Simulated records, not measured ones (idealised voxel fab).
Proc. module: voxel wiring stack
Cross-section cut: width 230 nm, square cells of 5 nm.
The cross-sections in this document take the form of a grid made of square cells. They are written out as bands, in order from top to bottom. Each band consists of one or more rows of cells.
Heads up on the band format: heights come first, top then bottom, in nm. After that it's the materials left to right, each with its width in nm. A single material flagged "everywhere" fills the whole band edge to edge, and "air" means there's empty space there.
A quick word on heights: they are counted from 0, and under that level the wafer as it came to us is one material throughout. The lowest band is different from the rest in having no bottom; it simply continues downward, written as in "0..down".
Graded width ("30 to 40"): value in top row of band = first number; value in bottom row = second number; row-to-row change constant.
Given "no alterations made" for a step, no cell of the cross-section differs between before and after that step.
"Entrapped void list" enumerates empty spaces isolated from the top, with no open way to it, that contain at least 8 cells, giving each as width x height at distance from the left edge, all three in nm.
Formally, on a step line, whatever follows the settings is a remark that the simulator itself makes on the step.
overlay nm: step with mask; distance mask lay right of planned place; negative value = left of planned place.
PROCESS STEPS (PLANNED)
- 1: op RECEIVE | material Si
- 2: op CONFORMAL_DEP | material SiO2 | thk nm 10
- 3: op CONFORMAL_DEP | material SiCN | thk nm 5
- 4: op DIRECTIONAL_DEP | material lowk | thk nm 25
- 5: op DIRECTIONAL_DEP | material aC | thk nm 10
- 6: op PATTERN | tone open | mask id METAL_1 | material resist | width nm 30 | pitch nm 45 | thk nm 25 | overlay nm 0
- 7: op DIRECTIONAL_ETCH | etch materials aC | depth nm 10
- 8: op STRIP | etch materials resist
- 9: op DIRECTIONAL_ETCH | etch materials lowk | depth nm 25
- 10: op DIRECTIONAL_ETCH | etch materials SiCN | depth nm 5
- 11: op STRIP | etch materials aC
- 12: op CONFORMAL_DEP | material TiN | thk nm 5
- 13: op FILL_DEP | material Cu | thk nm 5
- 14: op CMP | height nm 40
- 15: op CONFORMAL_DEP | material SiCN | thk nm 5
- 16: op DIRECTIONAL_DEP | material SiO2 | thk nm 30
- 17: op MASKED_ETCH | tone open | mask id METAL_2 | width nm 30 | pitch nm 45 | etch materials SiO2 | depth nm 20 | overlay nm 0
- 18: op DIRECTIONAL_DEP | material aC | thk nm 15
- 19: op PATTERN | tone open | mask id METAL_2_HOLES | material resist | width nm 15 | pitch nm 45 | thk nm 30 | overlay nm 0
- 20: op DIRECTIONAL_ETCH | etch materials aC | depth nm 15
- 21: op STRIP | etch materials resist
- 22: op DIRECTIONAL_ETCH | etch materials SiO2 | depth nm 10
- 23: op DIRECTIONAL_ETCH | etch materials SiCN | depth nm 5
- 24: op STRIP | etch materials aC
- 25: op CONFORMAL_DEP | material TiN | thk nm 5
- 26: op FILL_DEP | material Cu | thk nm 10
- 27: op CMP | height nm 75
- 28: op CONFORMAL_DEP | material SiCN | thk nm 5
- 29: op DIRECTIONAL_DEP | material lowk | thk nm 30
- 30: op MASKED_ETCH | tone open | mask id METAL_3 | width nm 30 | pitch nm 45 | etch materials lowk | depth nm 20 | overlay nm 0
- 31: op DIRECTIONAL_DEP | material aC | thk nm 15
- 32: op PATTERN | tone open | mask id METAL_3_HOLES | material resist | width nm 15 | pitch nm 45 | thk nm 30 | overlay nm 0
- 33: op DIRECTIONAL_ETCH | etch materials aC | depth nm 15
- 34: op STRIP | etch materials resist
- 35: op DIRECTIONAL_ETCH | etch materials lowk | depth nm 10
- 36: op DIRECTIONAL_ETCH | etch materials SiCN | depth nm 5
- 37: op STRIP | etch materials aC
- 38: op CONFORMAL_DEP | material TiN | thk nm 5
- 39: op FILL_DEP | material Ru | thk nm 5
- 40: op CMP | height nm 110
- 41: op CONFORMAL_DEP | material SiCN | thk nm 5
CONCERNING THE FIRST OF TWO WAFERS, WHICH WAS RUN IN ACCORDANCE WITH THE PLAN
WAFER CROSS-SECTION ON RECEIPT, I.E. AFTER STEP 1
- 0..down = Si everywhere
- Entrapped void list: none
YOU'RE LOOKING AT A CROSS-SECTION OF THE WAFER AFTER STEP 2
- 10..0 = SiO2 everywhere
- Heights below 0 show no change.
YOU'RE LOOKING AT A CROSS-SECTION OF THE WAFER AFTER STEP 3
- 15..10 = SiCN everywhere
- Heights below 10 show no change.
YOU'RE LOOKING AT A CROSS-SECTION OF THE WAFER AFTER STEP 4
- 40..15 = lowk everywhere
- Heights below 15 show no change.
YOU'RE LOOKING AT A CROSS-SECTION OF THE WAFER AFTER STEP 5
- 50..40 = aC everywhere
- Heights below 40 show no change.
YOU'RE LOOKING AT A CROSS-SECTION OF THE WAFER AFTER STEP 6
- 75..50 = resist 30; air 30; resist 15; air 30; resist 15; air 30; resist 15; air 30; resist 35
- Heights below 50 show no change.
YOU'RE LOOKING AT A CROSS-SECTION OF THE WAFER AFTER STEP 7
- 65..50 = resist 30; air 30; resist 15; air 30; resist 15; air 30; resist 15; air 30; resist 35
- 50..40 = aC 30; air 30; aC 15; air 30; aC 15; air 30; aC 15; air 30; aC 35
- Heights below 40 show no change.
YOU'RE LOOKING AT A CROSS-SECTION OF THE WAFER AFTER STEP 8
- 50..40 = aC 30; air 30; aC 15; air 30; aC 15; air 30; aC 15; air 30; aC 35
- Heights below 40 show no change.
YOU'RE LOOKING AT A CROSS-SECTION OF THE WAFER AFTER STEP 9
- 50..40 = aC 30; air 30; aC 15; air 30; aC 15; air 30; aC 15; air 30; aC 35
- 40..15 = lowk 30; air 30; lowk 15; air 30; lowk 15; air 30; lowk 15; air 30; lowk 35
- Heights below 15 show no change.
YOU'RE LOOKING AT A CROSS-SECTION OF THE WAFER AFTER STEP 10
- 50..40 = aC 30; air 30; aC 15; air 30; aC 15; air 30; aC 15; air 30; aC 35
- 40..15 = lowk 30; air 30; lowk 15; air 30; lowk 15; air 30; lowk 15; air 30; lowk 35
- 15..10 = SiCN 30; air 30; SiCN 15; air 30; SiCN 15; air 30; SiCN 15; air 30; SiCN 35
- Heights below 10 show no change.
YOU'RE LOOKING AT A CROSS-SECTION OF THE WAFER AFTER STEP 11
- 40..15 = lowk 30; air 30; lowk 15; air 30; lowk 15; air 30; lowk 15; air 30; lowk 35
- Heights below 15 show no change.
YOU'RE LOOKING AT A CROSS-SECTION OF THE WAFER AFTER STEP 12
- 45..40 = TiN 35; air 20; TiN 25; air 20; TiN 25; air 20; TiN 25; air 20; TiN 40
- 40..15 = lowk 30; TiN 5; air 20; TiN 5; lowk 15; TiN 5; air 20; TiN 5; lowk 15; TiN 5; air 20; TiN 5; lowk 15; TiN 5; air 20; TiN 5; lowk 35
- 15..10 = SiCN 30; TiN 30; SiCN 15; TiN 30; SiCN 15; TiN 30; SiCN 15; TiN 30; SiCN 35
- Heights below 10 show no change.
YOU'RE LOOKING AT A CROSS-SECTION OF THE WAFER AFTER STEP 13
- 50..45 = Cu everywhere
- 45..40 = TiN 35; Cu 20; TiN 25; Cu 20; TiN 25; Cu 20; TiN 25; Cu 20; TiN 40
- 40..15 = lowk 30; TiN 5; Cu 20; TiN 5; lowk 15; TiN 5; Cu 20; TiN 5; lowk 15; TiN 5; Cu 20; TiN 5; lowk 15; TiN 5; Cu 20; TiN 5; lowk 35
- Heights below 15 show no change.
YOU'RE LOOKING AT A CROSS-SECTION OF THE WAFER AFTER STEP 14
- 40..15 = lowk 30; TiN 5; Cu 20; TiN 5; lowk 15; TiN 5; Cu 20; TiN 5; lowk 15; TiN 5; Cu 20; TiN 5; lowk 15; TiN 5; Cu 20; TiN 5; lowk 35
- Heights below 15 show no change.
YOU'RE LOOKING AT A CROSS-SECTION OF THE WAFER AFTER STEP 15
- 45..40 = SiCN everywhere
- Heights below 40 show no change.
YOU'RE LOOKING AT A CROSS-SECTION OF THE WAFER AFTER STEP 16
- 75..45 = SiO2 everywhere
- Heights below 45 show no change.
YOU'RE LOOKING AT A CROSS-SECTION OF THE WAFER AFTER STEP 17
- 75..55 = SiO2 30; air 30; SiO2 15; air 30; SiO2 15; air 30; SiO2 15; air 30; SiO2 35
- Heights below 55 show no change.
YOU'RE LOOKING AT A CROSS-SECTION OF THE WAFER AFTER STEP 18
- 90..75 = aC 30; air 30; aC 15; air 30; aC 15; air 30; aC 15; air 30; aC 35
- 75..70 = SiO2 30; air 30; SiO2 15; air 30; SiO2 15; air 30; SiO2 15; air 30; SiO2 35
- 70..55 = SiO2 30; aC 30; SiO2 15; aC 30; SiO2 15; aC 30; SiO2 15; aC 30; SiO2 35
- Heights below 55 show no change.
YOU'RE LOOKING AT A CROSS-SECTION OF THE WAFER AFTER STEP 19
- 120..90 = resist 30; air 15; resist 30; air 15; resist 30; air 15; resist 30; air 15; resist 50
- 90..75 = aC 30; air 15; resist 15; aC 15; air 15; resist 15; aC 15; air 15; resist 15; aC 15; air 15; resist 15; aC 35
- 75..70 = SiO2 30; air 15; resist 15; SiO2 15; air 15; resist 15; SiO2 15; air 15; resist 15; SiO2 15; air 15; resist 15; SiO2 35
- Heights below 70 show no change.
YOU'RE LOOKING AT A CROSS-SECTION OF THE WAFER AFTER STEP 20
- 105..90 = resist 30; air 15; resist 30; air 15; resist 30; air 15; resist 30; air 15; resist 50
- 90..75 = aC 30; air 15; resist 15; aC 15; air 15; resist 15; aC 15; air 15; resist 15; aC 15; air 15; resist 15; aC 35
- 75..70 = SiO2 30; air 15; resist 15; SiO2 15; air 15; resist 15; SiO2 15; air 15; resist 15; SiO2 15; air 15; resist 15; SiO2 35
- 70..55 = SiO2 30; air 15; aC 15; SiO2 15; air 15; aC 15; SiO2 15; air 15; aC 15; SiO2 15; air 15; aC 15; SiO2 35
- Heights below 55 show no change.
YOU'RE LOOKING AT A CROSS-SECTION OF THE WAFER AFTER STEP 21
- 90..75 = aC 30; air 30; aC 15; air 30; aC 15; air 30; aC 15; air 30; aC 35
- 75..70 = SiO2 30; air 30; SiO2 15; air 30; SiO2 15; air 30; SiO2 15; air 30; SiO2 35
- Heights below 70 show no change.
YOU'RE LOOKING AT A CROSS-SECTION OF THE WAFER AFTER STEP 22
- 90..75 = aC 30; air 30; aC 15; air 30; aC 15; air 30; aC 15; air 30; aC 35
- 75..70 = SiO2 30; air 30; SiO2 15; air 30; SiO2 15; air 30; SiO2 15; air 30; SiO2 35
- 70..55 = SiO2 30; air 15; aC 15; SiO2 15; air 15; aC 15; SiO2 15; air 15; aC 15; SiO2 15; air 15; aC 15; SiO2 35
- 55..45 = SiO2 30; air 15; SiO2 30; air 15; SiO2 30; air 15; SiO2 30; air 15; SiO2 50
- Heights below 45 show no change.
YOU'RE LOOKING AT A CROSS-SECTION OF THE WAFER AFTER STEP 23
- 90..75 = aC 30; air 30; aC 15; air 30; aC 15; air 30; aC 15; air 30; aC 35
- 75..70 = SiO2 30; air 30; SiO2 15; air 30; SiO2 15; air 30; SiO2 15; air 30; SiO2 35
- 70..55 = SiO2 30; air 15; aC 15; SiO2 15; air 15; aC 15; SiO2 15; air 15; aC 15; SiO2 15; air 15; aC 15; SiO2 35
- 55..45 = SiO2 30; air 15; SiO2 30; air 15; SiO2 30; air 15; SiO2 30; air 15; SiO2 50
- 45..40 = SiCN 30; air 15; SiCN 30; air 15; SiCN 30; air 15; SiCN 30; air 15; SiCN 50
- Heights below 40 show no change.
YOU'RE LOOKING AT A CROSS-SECTION OF THE WAFER AFTER STEP 24
- 75..55 = SiO2 30; air 30; SiO2 15; air 30; SiO2 15; air 30; SiO2 15; air 30; SiO2 35
- Heights below 55 show no change.
YOU'RE LOOKING AT A CROSS-SECTION OF THE WAFER AFTER STEP 25
- 80..75 = TiN 35; air 20; TiN 25; air 20; TiN 25; air 20; TiN 25; air 20; TiN 40
- 75..60 = SiO2 30; TiN 5; air 20; TiN 5; SiO2 15; TiN 5; air 20; TiN 5; SiO2 15; TiN 5; air 20; TiN 5; SiO2 15; TiN 5; air 20; TiN 5; SiO2 35
- 60..55 = SiO2 30; TiN 5; air 5; TiN 20; SiO2 15; TiN 5; air 5; TiN 20; SiO2 15; TiN 5; air 5; TiN 20; SiO2 15; TiN 5; air 5; TiN 20; SiO2 35
- 55..45 = SiO2 30; TiN 5; air 5; TiN 5; SiO2 30; TiN 5; air 5; TiN 5; SiO2 30; TiN 5; air 5; TiN 5; SiO2 30; TiN 5; air 5; TiN 5; SiO2 50
- 45..40 = SiCN 30; TiN 15; SiCN 30; TiN 15; SiCN 30; TiN 15; SiCN 30; TiN 15; SiCN 50
- Heights below 40 show no change.
YOU'RE LOOKING AT A CROSS-SECTION OF THE WAFER AFTER STEP 26
- 90..80 = Cu everywhere
- 80..75 = TiN 35; Cu 20; TiN 25; Cu 20; TiN 25; Cu 20; TiN 25; Cu 20; TiN 40
- 75..60 = SiO2 30; TiN 5; Cu 20; TiN 5; SiO2 15; TiN 5; Cu 20; TiN 5; SiO2 15; TiN 5; Cu 20; TiN 5; SiO2 15; TiN 5; Cu 20; TiN 5; SiO2 35
- 60..55 = SiO2 30; TiN 5; Cu 5; TiN 20; SiO2 15; TiN 5; Cu 5; TiN 20; SiO2 15; TiN 5; Cu 5; TiN 20; SiO2 15; TiN 5; Cu 5; TiN 20; SiO2 35
- 55..45 = SiO2 30; TiN 5; Cu 5; TiN 5; SiO2 30; TiN 5; Cu 5; TiN 5; SiO2 30; TiN 5; Cu 5; TiN 5; SiO2 30; TiN 5; Cu 5; TiN 5; SiO2 50
- Heights below 45 show no change.
YOU'RE LOOKING AT A CROSS-SECTION OF THE WAFER AFTER STEP 27
- 75..60 = SiO2 30; TiN 5; Cu 20; TiN 5; SiO2 15; TiN 5; Cu 20; TiN 5; SiO2 15; TiN 5; Cu 20; TiN 5; SiO2 15; TiN 5; Cu 20; TiN 5; SiO2 35
- Heights below 60 show no change.
YOU'RE LOOKING AT A CROSS-SECTION OF THE WAFER AFTER STEP 28
- 80..75 = SiCN everywhere
- Heights below 75 show no change.
YOU'RE LOOKING AT A CROSS-SECTION OF THE WAFER AFTER STEP 29
- 110..80 = lowk everywhere
- Heights below 80 show no change.
YOU'RE LOOKING AT A CROSS-SECTION OF THE WAFER AFTER STEP 30
- 110..90 = lowk 30; air 30; lowk 15; air 30; lowk 15; air 30; lowk 15; air 30; lowk 35
- Heights below 90 show no change.
YOU'RE LOOKING AT A CROSS-SECTION OF THE WAFER AFTER STEP 31
- 125..110 = aC 30; air 30; aC 15; air 30; aC 15; air 30; aC 15; air 30; aC 35
- 110..105 = lowk 30; air 30; lowk 15; air 30; lowk 15; air 30; lowk 15; air 30; lowk 35
- 105..90 = lowk 30; aC 30; lowk 15; aC 30; lowk 15; aC 30; lowk 15; aC 30; lowk 35
- Heights below 90 show no change.
YOU'RE LOOKING AT A CROSS-SECTION OF THE WAFER AFTER STEP 32
- 155..125 = resist 30; air 15; resist 30; air 15; resist 30; air 15; resist 30; air 15; resist 50
- 125..110 = aC 30; air 15; resist 15; aC 15; air 15; resist 15; aC 15; air 15; resist 15; aC 15; air 15; resist 15; aC 35
- 110..105 = lowk 30; air 15; resist 15; lowk 15; air 15; resist 15; lowk 15; air 15; resist 15; lowk 15; air 15; resist 15; lowk 35
- Heights below 105 show no change.
YOU'RE LOOKING AT A CROSS-SECTION OF THE WAFER AFTER STEP 33
- 140..125 = resist 30; air 15; resist 30; air 15; resist 30; air 15; resist 30; air 15; resist 50
- 125..110 = aC 30; air 15; resist 15; aC 15; air 15; resist 15; aC 15; air 15; resist 15; aC 15; air 15; resist 15; aC 35
- 110..105 = lowk 30; air 15; resist 15; lowk 15; air 15; resist 15; lowk 15; air 15; resist 15; lowk 15; air 15; resist 15; lowk 35
- 105..90 = lowk 30; air 15; aC 15; lowk 15; air 15; aC 15; lowk 15; air 15; aC 15; lowk 15; air 15; aC 15; lowk 35
- Heights below 90 show no change.
YOU'RE LOOKING AT A CROSS-SECTION OF THE WAFER AFTER STEP 34
- 125..110 = aC 30; air 30; aC 15; air 30; aC 15; air 30; aC 15; air 30; aC 35
- 110..105 = lowk 30; air 30; lowk 15; air 30; lowk 15; air 30; lowk 15; air 30; lowk 35
- Heights below 105 show no change.
YOU'RE LOOKING AT A CROSS-SECTION OF THE WAFER AFTER STEP 35
- 125..110 = aC 30; air 30; aC 15; air 30; aC 15; air 30; aC 15; air 30; aC 35
- 110..105 = lowk 30; air 30; lowk 15; air 30; lowk 15; air 30; lowk 15; air 30; lowk 35
- 105..90 = lowk 30; air 15; aC 15; lowk 15; air 15; aC 15; lowk 15; air 15; aC 15; lowk 15; air 15; aC 15; lowk 35
- 90..80 = lowk 30; air 15; lowk 30; air 15; lowk 30; air 15; lowk 30; air 15; lowk 50
- Heights below 80 show no change.
YOU'RE LOOKING AT A CROSS-SECTION OF THE WAFER AFTER STEP 36
- 125..110 = aC 30; air 30; aC 15; air 30; aC 15; air 30; aC 15; air 30; aC 35
- 110..105 = lowk 30; air 30; lowk 15; air 30; lowk 15; air 30; lowk 15; air 30; lowk 35
- 105..90 = lowk 30; air 15; aC 15; lowk 15; air 15; aC 15; lowk 15; air 15; aC 15; lowk 15; air 15; aC 15; lowk 35
- 90..80 = lowk 30; air 15; lowk 30; air 15; lowk 30; air 15; lowk 30; air 15; lowk 50
- 80..75 = SiCN 30; air 15; SiCN 30; air 15; SiCN 30; air 15; SiCN 30; air 15; SiCN 50
- Heights below 75 show no change.
YOU'RE LOOKING AT A CROSS-SECTION OF THE WAFER AFTER STEP 37
- 110..90 = lowk 30; air 30; lowk 15; air 30; lowk 15; air 30; lowk 15; air 30; lowk 35
- Heights below 90 show no change.
YOU'RE LOOKING AT A CROSS-SECTION OF THE WAFER AFTER STEP 38
- 115..110 = TiN 35; air 20; TiN 25; air 20; TiN 25; air 20; TiN 25; air 20; TiN 40
- 110..95 = lowk 30; TiN 5; air 20; TiN 5; lowk 15; TiN 5; air 20; TiN 5; lowk 15; TiN 5; air 20; TiN 5; lowk 15; TiN 5; air 20; TiN 5; lowk 35
- 95..90 = lowk 30; TiN 5; air 5; TiN 20; lowk 15; TiN 5; air 5; TiN 20; lowk 15; TiN 5; air 5; TiN 20; lowk 15; TiN 5; air 5; TiN 20; lowk 35
- 90..80 = lowk 30; TiN 5; air 5; TiN 5; lowk 30; TiN 5; air 5; TiN 5; lowk 30; TiN 5; air 5; TiN 5; lowk 30; TiN 5; air 5; TiN 5; lowk 50
- 80..75 = SiCN 30; TiN 15; SiCN 30; TiN 15; SiCN 30; TiN 15; SiCN 30; TiN 15; SiCN 50
- Heights below 75 show no change.
YOU'RE LOOKING AT A CROSS-SECTION OF THE WAFER AFTER STEP 39
- 120..115 = Ru everywhere
- 115..110 = TiN 35; Ru 20; TiN 25; Ru 20; TiN 25; Ru 20; TiN 25; Ru 20; TiN 40
- 110..95 = lowk 30; TiN 5; Ru 20; TiN 5; lowk 15; TiN 5; Ru 20; TiN 5; lowk 15; TiN 5; Ru 20; TiN 5; lowk 15; TiN 5; Ru 20; TiN 5; lowk 35
- 95..90 = lowk 30; TiN 5; Ru 5; TiN 20; lowk 15; TiN 5; Ru 5; TiN 20; lowk 15; TiN 5; Ru 5; TiN 20; lowk 15; TiN 5; Ru 5; TiN 20; lowk 35
- 90..80 = lowk 30; TiN 5; Ru 5; TiN 5; lowk 30; TiN 5; Ru 5; TiN 5; lowk 30; TiN 5; Ru 5; TiN 5; lowk 30; TiN 5; Ru 5; TiN 5; lowk 50
- Heights below 80 show no change.
YOU'RE LOOKING AT A CROSS-SECTION OF THE WAFER AFTER STEP 40
- 110..95 = lowk 30; TiN 5; Ru 20; TiN 5; lowk 15; TiN 5; Ru 20; TiN 5; lowk 15; TiN 5; Ru 20; TiN 5; lowk 15; TiN 5; Ru 20; TiN 5; lowk 35
- Heights below 95 show no change.
YOU'RE LOOKING AT A CROSS-SECTION OF THE WAFER AFTER STEP 41
- 115..110 = SiCN everywhere
- Heights below 110 show no change.
COMPANION WAFER, THE SECOND OF TWO: SAME BEGINNING, SAME INTENDED SEQUENCE, ONE MISTAKE IN CARRYING IT OUT; THROUGH STEP 17 INCLUSIVE IT TRACKS THE FIRST EXACTLY
LOOK AT THE SECOND WAFER IN CROSS-SECTION AT THE TIME STEP 18 OUGHT TO HAVE FINISHED
- 90..75 = lowk 30; air 30; lowk 15; air 30; lowk 15; air 30; lowk 15; air 30; lowk 35
- 75..70 = SiO2 30; air 30; SiO2 15; air 30; SiO2 15; air 30; SiO2 15; air 30; SiO2 35
- 70..55 = SiO2 30; lowk 30; SiO2 15; lowk 30; SiO2 15; lowk 30; SiO2 15; lowk 30; SiO2 35
- Heights below 55 show no change.
LOOK AT THE SECOND WAFER IN CROSS-SECTION AT THE TIME STEP 19 OUGHT TO HAVE FINISHED
- 120..90 = resist 30; air 15; resist 30; air 15; resist 30; air 15; resist 30; air 15; resist 50
- 90..75 = lowk 30; air 15; resist 15; lowk 15; air 15; resist 15; lowk 15; air 15; resist 15; lowk 15; air 15; resist 15; lowk 35
- 75..70 = SiO2 30; air 15; resist 15; SiO2 15; air 15; resist 15; SiO2 15; air 15; resist 15; SiO2 15; air 15; resist 15; SiO2 35
- Heights below 70 show no change.
LOOK AT THE SECOND WAFER IN CROSS-SECTION AT THE TIME STEP 20 OUGHT TO HAVE FINISHED
- 105..90 = resist 30; air 15; resist 30; air 15; resist 30; air 15; resist 30; air 15; resist 50
- Heights below 90 show no change.
LOOK AT THE SECOND WAFER IN CROSS-SECTION AT THE TIME STEP 21 OUGHT TO HAVE FINISHED
- 90..75 = lowk 30; air 30; lowk 15; air 30; lowk 15; air 30; lowk 15; air 30; lowk 35
- 75..70 = SiO2 30; air 30; SiO2 15; air 30; SiO2 15; air 30; SiO2 15; air 30; SiO2 35
- Heights below 70 show no change.
Look at the second wafer in cross-section at the time step 22 ought to have finished: no alterations made
Look at the second wafer in cross-section at the time step 23 ought to have finished: no alterations made
Look at the second wafer in cross-section at the time step 24 ought to have finished: no alterations made
LOOK AT THE SECOND WAFER IN CROSS-SECTION AT THE TIME STEP 25 OUGHT TO HAVE FINISHED
- 95..90 = TiN 35; air 20; TiN 25; air 20; TiN 25; air 20; TiN 25; air 20; TiN 40
- 90..75 = lowk 30; TiN 5; air 20; TiN 5; lowk 15; TiN 5; air 20; TiN 5; lowk 15; TiN 5; air 20; TiN 5; lowk 15; TiN 5; air 20; TiN 5; lowk 35
- 75..70 = SiO2 30; TiN 30; SiO2 15; TiN 30; SiO2 15; TiN 30; SiO2 15; TiN 30; SiO2 35
- Heights below 70 show no change.
LOOK AT THE SECOND WAFER IN CROSS-SECTION AT THE TIME STEP 26 OUGHT TO HAVE FINISHED
- 105..95 = Cu everywhere
- 95..90 = TiN 35; Cu 20; TiN 25; Cu 20; TiN 25; Cu 20; TiN 25; Cu 20; TiN 40
- 90..75 = lowk 30; TiN 5; Cu 20; TiN 5; lowk 15; TiN 5; Cu 20; TiN 5; lowk 15; TiN 5; Cu 20; TiN 5; lowk 15; TiN 5; Cu 20; TiN 5; lowk 35
- Heights below 75 show no change.
LOOK AT THE SECOND WAFER IN CROSS-SECTION AT THE TIME STEP 27 OUGHT TO HAVE FINISHED
- 75..70 = SiO2 30; TiN 30; SiO2 15; TiN 30; SiO2 15; TiN 30; SiO2 15; TiN 30; SiO2 35
- Heights below 70 show no change.
LOOK AT THE SECOND WAFER IN CROSS-SECTION AT THE TIME STEP 28 OUGHT TO HAVE FINISHED
- 80..75 = SiCN everywhere
- Heights below 75 show no change.
LOOK AT THE SECOND WAFER IN CROSS-SECTION AT THE TIME STEP 29 OUGHT TO HAVE FINISHED
- 110..80 = lowk everywhere
- Heights below 80 show no change.
LOOK AT THE SECOND WAFER IN CROSS-SECTION AT THE TIME STEP 30 OUGHT TO HAVE FINISHED
- 110..90 = lowk 30; air 30; lowk 15; air 30; lowk 15; air 30; lowk 15; air 30; lowk 35
- Heights below 90 show no change.
LOOK AT THE SECOND WAFER IN CROSS-SECTION AT THE TIME STEP 31 OUGHT TO HAVE FINISHED
- 125..110 = aC 30; air 30; aC 15; air 30; aC 15; air 30; aC 15; air 30; aC 35
- 110..105 = lowk 30; air 30; lowk 15; air 30; lowk 15; air 30; lowk 15; air 30; lowk 35
- 105..90 = lowk 30; aC 30; lowk 15; aC 30; lowk 15; aC 30; lowk 15; aC 30; lowk 35
- Heights below 90 show no change.
LOOK AT THE SECOND WAFER IN CROSS-SECTION AT THE TIME STEP 32 OUGHT TO HAVE FINISHED
- 155..125 = resist 30; air 15; resist 30; air 15; resist 30; air 15; resist 30; air 15; resist 50
- 125..110 = aC 30; air 15; resist 15; aC 15; air 15; resist 15; aC 15; air 15; resist 15; aC 15; air 15; resist 15; aC 35
- 110..105 = lowk 30; air 15; resist 15; lowk 15; air 15; resist 15; lowk 15; air 15; resist 15; lowk 15; air 15; resist 15; lowk 35
- Heights below 105 show no change.
LOOK AT THE SECOND WAFER IN CROSS-SECTION AT THE TIME STEP 33 OUGHT TO HAVE FINISHED
- 140..125 = resist 30; air 15; resist 30; air 15; resist 30; air 15; resist 30; air 15; resist 50
- 125..110 = aC 30; air 15; resist 15; aC 15; air 15; resist 15; aC 15; air 15; resist 15; aC 15; air 15; resist 15; aC 35
- 110..105 = lowk 30; air 15; resist 15; lowk 15; air 15; resist 15; lowk 15; air 15; resist 15; lowk 15; air 15; resist 15; lowk 35
- 105..90 = lowk 30; air 15; aC 15; lowk 15; air 15; aC 15; lowk 15; air 15; aC 15; lowk 15; air 15; aC 15; lowk 35
- Heights below 90 show no change.
LOOK AT THE SECOND WAFER IN CROSS-SECTION AT THE TIME STEP 34 OUGHT TO HAVE FINISHED
- 125..110 = aC 30; air 30; aC 15; air 30; aC 15; air 30; aC 15; air 30; aC 35
- 110..105 = lowk 30; air 30; lowk 15; air 30; lowk 15; air 30; lowk 15; air 30; lowk 35
- Heights below 105 show no change.
LOOK AT THE SECOND WAFER IN CROSS-SECTION AT THE TIME STEP 35 OUGHT TO HAVE FINISHED
- 125..110 = aC 30; air 30; aC 15; air 30; aC 15; air 30; aC 15; air 30; aC 35
- 110..105 = lowk 30; air 30; lowk 15; air 30; lowk 15; air 30; lowk 15; air 30; lowk 35
- 105..90 = lowk 30; air 15; aC 15; lowk 15; air 15; aC 15; lowk 15; air 15; aC 15; lowk 15; air 15; aC 15; lowk 35
- 90..80 = lowk 30; air 15; lowk 30; air 15; lowk 30; air 15; lowk 30; air 15; lowk 50
- Heights below 80 show no change.
LOOK AT THE SECOND WAFER IN CROSS-SECTION AT THE TIME STEP 36 OUGHT TO HAVE FINISHED
- 125..110 = aC 30; air 30; aC 15; air 30; aC 15; air 30; aC 15; air 30; aC 35
- 110..105 = lowk 30; air 30; lowk 15; air 30; lowk 15; air 30; lowk 15; air 30; lowk 35
- 105..90 = lowk 30; air 15; aC 15; lowk 15; air 15; aC 15; lowk 15; air 15; aC 15; lowk 15; air 15; aC 15; lowk 35
- 90..80 = lowk 30; air 15; lowk 30; air 15; lowk 30; air 15; lowk 30; air 15; lowk 50
- 80..75 = SiCN 30; air 15; SiCN 30; air 15; SiCN 30; air 15; SiCN 30; air 15; SiCN 50
- Heights below 75 show no change.
LOOK AT THE SECOND WAFER IN CROSS-SECTION AT THE TIME STEP 37 OUGHT TO HAVE FINISHED
- 110..90 = lowk 30; air 30; lowk 15; air 30; lowk 15; air 30; lowk 15; air 30; lowk 35
- Heights below 90 show no change.
LOOK AT THE SECOND WAFER IN CROSS-SECTION AT THE TIME STEP 38 OUGHT TO HAVE FINISHED
- 115..110 = TiN 35; air 20; TiN 25; air 20; TiN 25; air 20; TiN 25; air 20; TiN 40
- 110..95 = lowk 30; TiN 5; air 20; TiN 5; lowk 15; TiN 5; air 20; TiN 5; lowk 15; TiN 5; air 20; TiN 5; lowk 15; TiN 5; air 20; TiN 5; lowk 35
- 95..90 = lowk 30; TiN 5; air 5; TiN 20; lowk 15; TiN 5; air 5; TiN 20; lowk 15; TiN 5; air 5; TiN 20; lowk 15; TiN 5; air 5; TiN 20; lowk 35
- 90..80 = lowk 30; TiN 5; air 5; TiN 5; lowk 30; TiN 5; air 5; TiN 5; lowk 30; TiN 5; air 5; TiN 5; lowk 30; TiN 5; air 5; TiN 5; lowk 50
- 80..75 = SiCN 30; TiN 15; SiCN 30; TiN 15; SiCN 30; TiN 15; SiCN 30; TiN 15; SiCN 50
- Heights below 75 show no change.
LOOK AT THE SECOND WAFER IN CROSS-SECTION AT THE TIME STEP 39 OUGHT TO HAVE FINISHED
- 120..115 = Ru everywhere
- 115..110 = TiN 35; Ru 20; TiN 25; Ru 20; TiN 25; Ru 20; TiN 25; Ru 20; TiN 40
- 110..95 = lowk 30; TiN 5; Ru 20; TiN 5; lowk 15; TiN 5; Ru 20; TiN 5; lowk 15; TiN 5; Ru 20; TiN 5; lowk 15; TiN 5; Ru 20; TiN 5; lowk 35
- 95..90 = lowk 30; TiN 5; Ru 5; TiN 20; lowk 15; TiN 5; Ru 5; TiN 20; lowk 15; TiN 5; Ru 5; TiN 20; lowk 15; TiN 5; Ru 5; TiN 20; lowk 35
- 90..80 = lowk 30; TiN 5; Ru 5; TiN 5; lowk 30; TiN 5; Ru 5; TiN 5; lowk 30; TiN 5; Ru 5; TiN 5; lowk 30; TiN 5; Ru 5; TiN 5; lowk 50
- Heights below 80 show no change.
LOOK AT THE SECOND WAFER IN CROSS-SECTION AT THE TIME STEP 40 OUGHT TO HAVE FINISHED
- 110..95 = lowk 30; TiN 5; Ru 20; TiN 5; lowk 15; TiN 5; Ru 20; TiN 5; lowk 15; TiN 5; Ru 20; TiN 5; lowk 15; TiN 5; Ru 20; TiN 5; lowk 35
- Heights below 95 show no change.
LOOK AT THE SECOND WAFER IN CROSS-SECTION AT THE TIME STEP 41 OUGHT TO HAVE FINISHED
- 115..110 = SiCN everywhere
- Heights below 110 show no change.
Which mistake was made when the wafer was run? step 18 was run on a setting that differed from the plan, and what really ran there is op DIRECTIONAL_DEP | material lowk | thk nm 15
Looking at both finished wafers in cells, the second ends up ahead of or behind the first on some materials: -60 Cu, +12 SiCN, +24 SiO2, -48 TiN, +72 lowk
